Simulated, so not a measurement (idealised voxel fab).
voxel self aligned contacts: a process module
Each square cell in cross-section cut measures 5 nm, and the section as a whole is 160 nm wide.
Cross-section layout: square cells on a grid; listed as bands, top to bottom; a band spans one or more cell rows. A band entry consists of two parts. The first gives the height of the band's top and the height of its bottom, in nm. The rest lists the band's materials from left to right, each with its width in nm. A single material labelled with the word "everywhere" fills the band from edge to edge, and the word "air" marks empty space. Zero point of the height axis is 0; under it, received wafer = one material. Lowest band: continues down indefinitely, "0 down". A width such as "30 to 40" changes by the same amount from each row of cells to the next, from the band's top row to its bottom row. The designation "no change", where it is given for a processing step, indicates that no cell of the cross-section was altered in the course of that step. "Listed closed voids" - sealed voids, min. 8 cells, no opening to top; format: width x height at distance (distance from left edge; nm throughout). The remark found on a step's line after its settings is issued by the simulator itself and pertains to that step. Among the settings permitted on a step's line is "overlay nm"; applied to a step with a mask, it specifies the extent to which the mask lay to the right of its planned position, whereas a negative figure signifies a position to the left.
# Listed below are the process steps as planned
step 1: RECEIVE with material Si
step 2: OXIDIZE with depth nm 5
step 3: DIRECTIONAL_DEP with material polySi, thk nm 25
step 4: DIRECTIONAL_DEP with material SiN, thk nm 20
step 5: DIRECTIONAL_DEP with material aC, thk nm 10
step 6: PATTERN with tone cover, mask id GATE, material resist, width nm 30, pitch nm 75, thk nm 25, overlay nm 0
step 7: DIRECTIONAL_ETCH with etch materials aC, depth nm 10
step 8: STRIP with etch materials resist
step 9: DIRECTIONAL_ETCH with etch materials SiN, depth nm 20
step 10: DIRECTIONAL_ETCH with etch materials polySi, depth nm 25
step 11: STRIP with etch materials aC
step 12: CONFORMAL_DEP with material SiN, thk nm 10
step 13: DIRECTIONAL_ETCH with etch materials SiN, depth nm 10
step 14: FILL_DEP with material SiO2, thk nm 15
step 15: CMP with height nm 50
step 16: DIRECTIONAL_DEP with material aC, thk nm 15
step 17: PATTERN with tone open, mask id CONTACT, material resist, width nm 55, thk nm 35, overlay nm 0
step 18: DIRECTIONAL_ETCH with etch materials aC, depth nm 15
step 19: STRIP with etch materials resist
step 20: DIRECTIONAL_ETCH with etch materials SiO2, depth nm 55
step 21: STRIP with etch materials aC
step 22: CONFORMAL_DEP with material TiN, thk nm 5
step 23: FILL_DEP with material Ru, thk nm 10
step 24: CMP with height nm 50
step 25: CONFORMAL_DEP with material SiCN, thk nm 5
# Cross-section of the incoming wafer, state after step 1
- 0 down | Si everywhere
- Listed closed voids: none
# The following cross-section depicts the wafer upon conclusion of the module. Processing commenced from the starting condition illustrated above and adhered to the plan illustrated above, save for one mistake in execution
- 55 to 50 | TiN everywhere
- 50 to 45 | SiO2 50 nm, then TiN 20 nm, then Ru 15 nm, then TiN 20 nm, then SiO2 55 nm
- 45 to 25 | SiO2 15 nm, then SiN 50 nm, then TiN 5 nm, then Ru 15 nm, then TiN 5 nm, then SiN 50 nm, then SiO2 20 nm
- 25 to 0 | SiO2 15 nm, then SiN 10 nm, then polySi 30 nm, then SiN 10 nm, then TiN 5 nm, then Ru 15 nm, then TiN 5 nm, then SiN 10 nm, then polySi 30 nm, then SiN 10 nm, then SiO2 20 nm
- 0 to -5 | SiO2 65 nm, then TiN 25 nm, then SiO2 70 nm
- -5 down | Si everywhere
- Listed closed voids: none
Which mistake was made when the wafer was run? it should be noted that step 25 was executed with settings other than those planned, the operation and settings actually applied being CONFORMAL_DEP with material TiN, thk nm 5
